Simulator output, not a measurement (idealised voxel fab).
process module | voxel transistor to metal
cross-section cut | 210 nm wide | cells 5 nm
A cross-section is a grid of square cells, given in bands from the top down. A band is one or more rows of cells.
Each band's line starts with the height of the band's top and of its bottom, in nm. Then come its materials from left to right, each with its width in nm. One material with "throughout" fills the band from edge to edge. "air" is empty space.
Height 0 is the level under which the wafer as received is all one material. The lowest band goes on downwards, as in "0 down".
A width such as "30 to 40" changes by the same amount from each row of cells to the next, from the band's top row to its bottom row.
"no change" after a step means that no cell of the cross-section changed.
closed voids: empty space of 8 cells or more with no open way to the top, each as width x height at its distance from the left edge, in nm
after a step's settings: what the simulator itself notes on the step
overlay nm, on a step with a mask: how far to the right of its planned place the mask lay; to the left if negative
plan
1 op RECEIVE | material Si
2 op OXIDIZE | depth nm 5
3 op CONFORMAL_DEP | material SiN | thk nm 10
4 op PATTERN | tone cover | mask id ACTIVE | material resist | width nm 95 | thk nm 15 | overlay nm 0
5 op DIRECTIONAL_ETCH | etch materials SiN | depth nm 10
6 op DIRECTIONAL_ETCH | etch materials SiO2 | depth nm 5
7 op DIRECTIONAL_ETCH | etch materials Si | depth nm 35
8 op STRIP | etch materials resist
9 op OXIDIZE | depth nm 5
10 op FILL_DEP | material SiO2 | thk nm 5
11 op CMP | height nm 10
12 op SELECTIVE_ETCH | etch materials SiO2 | depth nm 10
13 op STRIP | etch materials SiN
14 op SELECTIVE_ETCH | etch materials SiO2 | depth nm 5
15 op OXIDIZE | depth nm 5
16 op DIRECTIONAL_DEP | material polySi | thk nm 25
17 op DIRECTIONAL_DEP | material SiCN | thk nm 10
18 op MASKED_ETCH | tone cover | mask id GATE | width nm 15 | etch materials SiCN | depth nm 20 | overlay nm 0
19 op MASKED_ETCH | tone cover | mask id GATE | width nm 15 | etch materials polySi | depth nm 35 | overlay nm 0
20 op CONFORMAL_DEP | material SiN | thk nm 10
21 op DIRECTIONAL_ETCH | etch materials SiN | depth nm 10
22 op DIRECTIONAL_ETCH | etch materials SiO2 | depth nm 5
23 op DIRECTIONAL_ETCH | etch materials Si | depth nm 10
24 op EPI | material nSi | thk nm 15
25 op FILL_DEP | material SiO2 | thk nm 5
26 op CMP | height nm 30
27 op DIRECTIONAL_DEP | material SiO2 | thk nm 15
28 op MASKED_ETCH | tone open | mask id CONTACT | width nm 15 | pitch nm 60 | etch materials SiO2 | depth nm 50 | overlay nm 0
29 op CONFORMAL_DEP | material TiN | thk nm 5
30 op FILL_DEP | material W | thk nm 10
31 op CMP | height nm 45
32 op DIRECTIONAL_DEP | material TiN | thk nm 5
33 op DIRECTIONAL_DEP | material W | thk nm 25
34 op PATTERN | tone cover | mask id METAL_1 | material resist | width nm 15 | pitch nm 60 | thk nm 15 | overlay nm 0
35 op DIRECTIONAL_ETCH | etch materials W | depth nm 25
36 op DIRECTIONAL_ETCH | etch materials TiN | depth nm 5
37 op STRIP | etch materials resist
38 op FILL_DEP | material lowk | thk nm 10
39 op CMP | height nm 75
40 op CONFORMAL_DEP | material SiN | thk nm 5
first wafer, as planned
as received, after step 1
  0 down: Si throughout
  closed voids: none
after step 2
  0 to -5: SiO2 throughout
  below -5: unchanged
after step 3
  10 to 0: SiN throughout
  below 0: unchanged
after step 4
  25 to 10: air 55 | resist 95 | air 60
  below 10: unchanged
after step 5
  25 to 10: air 55 | resist 95 | air 60
  10 to 0: air 55 | SiN 95 | air 60
  below 0: unchanged
after step 6
  25 to 10: air 55 | resist 95 | air 60
  10 to 0: air 55 | SiN 95 | air 60
  0 to -5: air 55 | SiO2 95 | air 60
  below -5: unchanged
after step 7
  25 to 10: air 55 | resist 95 | air 60
  10 to 0: air 55 | SiN 95 | air 60
  0 to -5: air 55 | SiO2 95 | air 60
  -5 to -40: air 55 | Si 95 | air 60
  below -40: unchanged
after step 8
  10 to 0: air 55 | SiN 95 | air 60
  below 0: unchanged
after step 9
  10 to 0: air 55 | SiN 95 | air 60
  0 to -5: air 55 | SiO2 95 | air 60
  -5 to -40: air 55 | SiO2 5 | Si 85 | SiO2 5 | air 60
  -40 to -45: SiO2 60 | Si 85 | SiO2 65
  below -45: unchanged
after step 10
  15 to 10: SiO2 throughout
  10 to 0: SiO2 55 | SiN 95 | SiO2 60
  0 to -5: SiO2 throughout
  -5 to -45: SiO2 60 | Si 85 | SiO2 65
  below -45: unchanged
after step 11
  10 to 0: SiO2 55 | SiN 95 | SiO2 60
  below 0: unchanged
after step 12
  10 to 0: air 55 | SiN 95 | air 60
  below 0: unchanged
after step 13
  0 to -5: SiO2 throughout
  below -5: unchanged
after step 14
  -5 to -45: SiO2 60 | Si 85 | SiO2 65
  below -45: unchanged
after step 15
  -5 to -10: SiO2 throughout
  below -10: unchanged
after step 16
  20 to -5: polySi throughout
  below -5: unchanged
after step 17
  30 to 20: SiCN throughout
  below 20: unchanged
after step 18
  30 to 20: air 95 | SiCN 15 | air 100
  below 20: unchanged
after step 19
  30 to 20: air 95 | SiCN 15 | air 100
  20 to -5: air 95 | polySi 15 | air 100
  below -5: unchanged
after step 20
  40 to 30: air 85 | SiN 35 | air 90
  30 to 20: air 85 | SiN 10 | SiCN 15 | SiN 10 | air 90
  20 to 5: air 85 | SiN 10 | polySi 15 | SiN 10 | air 90
  5 to -5: SiN 95 | polySi 15 | SiN 100
  below -5: unchanged
after step 21
  30 to 20: air 85 | SiN 10 | SiCN 15 | SiN 10 | air 90
  20 to -5: air 85 | SiN 10 | polySi 15 | SiN 10 | air 90
  below -5: unchanged
after step 22
  30 to 20: air 85 | SiN 10 | SiCN 15 | SiN 10 | air 90
  20 to -5: air 85 | SiN 10 | polySi 15 | SiN 10 | air 90
  -5 to -10: air 85 | SiO2 35 | air 90
  below -10: unchanged
after step 23
  30 to 20: air 85 | SiN 10 | SiCN 15 | SiN 10 | air 90
  20 to -5: air 85 | SiN 10 | polySi 15 | SiN 10 | air 90
  -5 to -10: air 85 | SiO2 35 | air 90
  -10 to -20: SiO2 60 | air 25 | Si 35 | air 25 | SiO2 65
  below -20: unchanged
after step 24
  30 to 20: air 85 | SiN 10 | SiCN 15 | SiN 10 | air 90
  20 to 5: air 85 | SiN 10 | polySi 15 | SiN 10 | air 90
  5 to -5: air 70 | nSi 15 | SiN 10 | polySi 15 | SiN 10 | nSi 15 | air 75
  -5 to -10: air 55 | nSi 30 | SiO2 35 | nSi 30 | air 60
  -10 to -20: SiO2 60 | nSi 25 | Si 35 | nSi 25 | SiO2 65
  below -20: unchanged
after step 25
  35 to 30: SiO2 throughout
  30 to 20: SiO2 85 | SiN 10 | SiCN 15 | SiN 10 | SiO2 90
  20 to 5: SiO2 85 | SiN 10 | polySi 15 | SiN 10 | SiO2 90
  5 to -5: SiO2 70 | nSi 15 | SiN 10 | polySi 15 | SiN 10 | nSi 15 | SiO2 75
  -5 to -10: SiO2 55 | nSi 30 | SiO2 35 | nSi 30 | SiO2 60
  below -10: unchanged
after step 26
  30 to 20: SiO2 85 | SiN 10 | SiCN 15 | SiN 10 | SiO2 90
  below 20: unchanged
after step 27
  45 to 30: SiO2 throughout
  below 30: unchanged
after step 28
  45 to 30: SiO2 65 | air 15 | SiO2 45 | air 15 | SiO2 70
  30 to 20: SiO2 65 | air 15 | SiO2 5 | SiN 10 | SiCN 15 | SiN 10 | SiO2 5 | air 15 | SiO2 70
  20 to 5: SiO2 65 | air 15 | SiO2 5 | SiN 10 | polySi 15 | SiN 10 | SiO2 5 | air 15 | SiO2 70
  5 to -5: SiO2 65 | air 5 | nSi 15 | SiN 10 | polySi 15 | SiN 10 | nSi 15 | air 5 | SiO2 70
  below -5: unchanged
after step 29
  50 to 45: TiN 70 | air 5 | TiN 55 | air 5 | TiN 75
  45 to 30: SiO2 65 | TiN 5 | air 5 | TiN 5 | SiO2 45 | TiN 5 | air 5 | TiN 5 | SiO2 70
  30 to 20: SiO2 65 | TiN 5 | air 5 | TiN 5 | SiO2 5 | SiN 10 | SiCN 15 | SiN 10 | SiO2 5 | TiN 5 | air 5 | TiN 5 | SiO2 70
  20 to 10: SiO2 65 | TiN 5 | air 5 | TiN 5 | SiO2 5 | SiN 10 | polySi 15 | SiN 10 | SiO2 5 | TiN 5 | air 5 | TiN 5 | SiO2 70
  10 to 5: SiO2 65 | TiN 15 | SiO2 5 | SiN 10 | polySi 15 | SiN 10 | SiO2 5 | TiN 15 | SiO2 70
  5 to -5: SiO2 65 | TiN 5 | nSi 15 | SiN 10 | polySi 15 | SiN 10 | nSi 15 | TiN 5 | SiO2 70
  below -5: unchanged
after step 30
  60 to 50: W throughout
  50 to 45: TiN 70 | W 5 | TiN 55 | W 5 | TiN 75
  45 to 30: SiO2 65 | TiN 5 | W 5 | TiN 5 | SiO2 45 | TiN 5 | W 5 | TiN 5 | SiO2 70
  30 to 20: SiO2 65 | TiN 5 | W 5 | TiN 5 | SiO2 5 | SiN 10 | SiCN 15 | SiN 10 | SiO2 5 | TiN 5 | W 5 | TiN 5 | SiO2 70
  20 to 10: SiO2 65 | TiN 5 | W 5 | TiN 5 | SiO2 5 | SiN 10 | polySi 15 | SiN 10 | SiO2 5 | TiN 5 | W 5 | TiN 5 | SiO2 70
  below 10: unchanged
after step 31
  45 to 30: SiO2 65 | TiN 5 | W 5 | TiN 5 | SiO2 45 | TiN 5 | W 5 | TiN 5 | SiO2 70
  below 30: unchanged
after step 32
  50 to 45: TiN throughout
  below 45: unchanged
after step 33
  75 to 50: W throughout
  below 50: unchanged
after step 34
  90 to 75: air 65 | resist 15 | air 45 | resist 15 | air 70
  below 75: unchanged
after step 35
  90 to 75: air 65 | resist 15 | air 45 | resist 15 | air 70
  75 to 50: air 65 | W 15 | air 45 | W 15 | air 70
  below 50: unchanged
after step 36
  90 to 75: air 65 | resist 15 | air 45 | resist 15 | air 70
  75 to 50: air 65 | W 15 | air 45 | W 15 | air 70
  50 to 45: air 65 | TiN 15 | air 45 | TiN 15 | air 70
  below 45: unchanged
after step 37
  75 to 50: air 65 | W 15 | air 45 | W 15 | air 70
  below 50: unchanged
after step 38
  85 to 75: lowk throughout
  75 to 50: lowk 65 | W 15 | lowk 45 | W 15 | lowk 70
  50 to 45: lowk 65 | TiN 15 | lowk 45 | TiN 15 | lowk 70
  below 45: unchanged
after step 39
  75 to 50: lowk 65 | W 15 | lowk 45 | W 15 | lowk 70
  below 50: unchanged
after step 40
  80 to 75: SiN throughout
  below 75: unchanged
second wafer: like start, like plan, one mistake. Through step 15 it matches the first wafer
when step 16 should have ended
  15 to -5: polySi throughout
  below -5: unchanged
when step 17 should have ended
  25 to 15: SiCN throughout
  below 15: unchanged
when step 18 should have ended
  25 to 15: air 95 | SiCN 15 | air 100
  below 15: unchanged
when step 19 should have ended
  25 to 15: air 95 | SiCN 15 | air 100
  15 to -5: air 95 | polySi 15 | air 100
  below -5: unchanged
when step 20 should have ended
  35 to 25: air 85 | SiN 35 | air 90
  25 to 15: air 85 | SiN 10 | SiCN 15 | SiN 10 | air 90
  15 to 5: air 85 | SiN 10 | polySi 15 | SiN 10 | air 90
  5 to -5: SiN 95 | polySi 15 | SiN 100
  below -5: unchanged
when step 21 should have ended
  25 to 15: air 85 | SiN 10 | SiCN 15 | SiN 10 | air 90
  15 to -5: air 85 | SiN 10 | polySi 15 | SiN 10 | air 90
  below -5: unchanged
when step 22 should have ended
  25 to 15: air 85 | SiN 10 | SiCN 15 | SiN 10 | air 90
  15 to -5: air 85 | SiN 10 | polySi 15 | SiN 10 | air 90
  -5 to -10: air 85 | SiO2 35 | air 90
  below -10: unchanged
when step 23 should have ended
  25 to 15: air 85 | SiN 10 | SiCN 15 | SiN 10 | air 90
  15 to -5: air 85 | SiN 10 | polySi 15 | SiN 10 | air 90
  -5 to -10: air 85 | SiO2 35 | air 90
  -10 to -20: SiO2 60 | air 25 | Si 35 | air 25 | SiO2 65
  below -20: unchanged
when step 24 should have ended
  25 to 15: air 85 | SiN 10 | SiCN 15 | SiN 10 | air 90
  15 to 5: air 85 | SiN 10 | polySi 15 | SiN 10 | air 90
  5 to -5: air 70 | nSi 15 | SiN 10 | polySi 15 | SiN 10 | nSi 15 | air 75
  -5 to -10: air 55 | nSi 30 | SiO2 35 | nSi 30 | air 60
  -10 to -20: SiO2 60 | nSi 25 | Si 35 | nSi 25 | SiO2 65
  below -20: unchanged
when step 25 should have ended
  30 to 25: SiO2 throughout
  25 to 15: SiO2 85 | SiN 10 | SiCN 15 | SiN 10 | SiO2 90
  15 to 5: SiO2 85 | SiN 10 | polySi 15 | SiN 10 | SiO2 90
  5 to -5: SiO2 70 | nSi 15 | SiN 10 | polySi 15 | SiN 10 | nSi 15 | SiO2 75
  -5 to -10: SiO2 55 | nSi 30 | SiO2 35 | nSi 30 | SiO2 60
  below -10: unchanged
when step 26 should have ended: no change
when step 27 should have ended
  45 to 25: SiO2 throughout
  below 25: unchanged
when step 28 should have ended
  45 to 25: SiO2 65 | air 15 | SiO2 45 | air 15 | SiO2 70
  25 to 15: SiO2 65 | air 15 | SiO2 5 | SiN 10 | SiCN 15 | SiN 10 | SiO2 5 | air 15 | SiO2 70
  15 to 5: SiO2 65 | air 15 | SiO2 5 | SiN 10 | polySi 15 | SiN 10 | SiO2 5 | air 15 | SiO2 70
  5 to -5: SiO2 65 | air 5 | nSi 15 | SiN 10 | polySi 15 | SiN 10 | nSi 15 | air 5 | SiO2 70
  below -5: unchanged
when step 29 should have ended
  50 to 45: TiN 70 | air 5 | TiN 55 | air 5 | TiN 75
  45 to 25: SiO2 65 | TiN 5 | air 5 | TiN 5 | SiO2 45 | TiN 5 | air 5 | TiN 5 | SiO2 70
  25 to 15: SiO2 65 | TiN 5 | air 5 | TiN 5 | SiO2 5 | SiN 10 | SiCN 15 | SiN 10 | SiO2 5 | TiN 5 | air 5 | TiN 5 | SiO2 70
  15 to 10: SiO2 65 | TiN 5 | air 5 | TiN 5 | SiO2 5 | SiN 10 | polySi 15 | SiN 10 | SiO2 5 | TiN 5 | air 5 | TiN 5 | SiO2 70
  10 to 5: SiO2 65 | TiN 15 | SiO2 5 | SiN 10 | polySi 15 | SiN 10 | SiO2 5 | TiN 15 | SiO2 70
  5 to -5: SiO2 65 | TiN 5 | nSi 15 | SiN 10 | polySi 15 | SiN 10 | nSi 15 | TiN 5 | SiO2 70
  below -5: unchanged
when step 30 should have ended
  60 to 50: W throughout
  50 to 45: TiN 70 | W 5 | TiN 55 | W 5 | TiN 75
  45 to 25: SiO2 65 | TiN 5 | W 5 | TiN 5 | SiO2 45 | TiN 5 | W 5 | TiN 5 | SiO2 70
  25 to 15: SiO2 65 | TiN 5 | W 5 | TiN 5 | SiO2 5 | SiN 10 | SiCN 15 | SiN 10 | SiO2 5 | TiN 5 | W 5 | TiN 5 | SiO2 70
  15 to 10: SiO2 65 | TiN 5 | W 5 | TiN 5 | SiO2 5 | SiN 10 | polySi 15 | SiN 10 | SiO2 5 | TiN 5 | W 5 | TiN 5 | SiO2 70
  below 10: unchanged
when step 31 should have ended
  45 to 25: SiO2 65 | TiN 5 | W 5 | TiN 5 | SiO2 45 | TiN 5 | W 5 | TiN 5 | SiO2 70
  below 25: unchanged
when step 32 should have ended
  50 to 45: TiN throughout
  below 45: unchanged
when step 33 should have ended
  75 to 50: W throughout
  below 50: unchanged
when step 34 should have ended
  90 to 75: air 65 | resist 15 | air 45 | resist 15 | air 70
  below 75: unchanged
when step 35 should have ended
  90 to 75: air 65 | resist 15 | air 45 | resist 15 | air 70
  75 to 50: air 65 | W 15 | air 45 | W 15 | air 70
  below 50: unchanged
when step 36 should have ended
  90 to 75: air 65 | resist 15 | air 45 | resist 15 | air 70
  75 to 50: air 65 | W 15 | air 45 | W 15 | air 70
  50 to 45: air 65 | TiN 15 | air 45 | TiN 15 | air 70
  below 45: unchanged
when step 37 should have ended
  75 to 50: air 65 | W 15 | air 45 | W 15 | air 70
  below 50: unchanged
when step 38 should have ended
  85 to 75: lowk throughout
  75 to 50: lowk 65 | W 15 | lowk 45 | W 15 | lowk 70
  50 to 45: lowk 65 | TiN 15 | lowk 45 | TiN 15 | lowk 70
  below 45: unchanged
when step 39 should have ended
  75 to 50: lowk 65 | W 15 | lowk 45 | W 15 | lowk 70
  below 50: unchanged
when step 40 should have ended
  80 to 75: SiN throughout
  below 75: unchanged
what went wrong: step 16 ran as: op DIRECTIONAL_DEP | material polySi | thk nm 20
at the end the second wafer has, in cells: 4 fewer of SiN | 7 more of SiO2 | 3 fewer of polySi
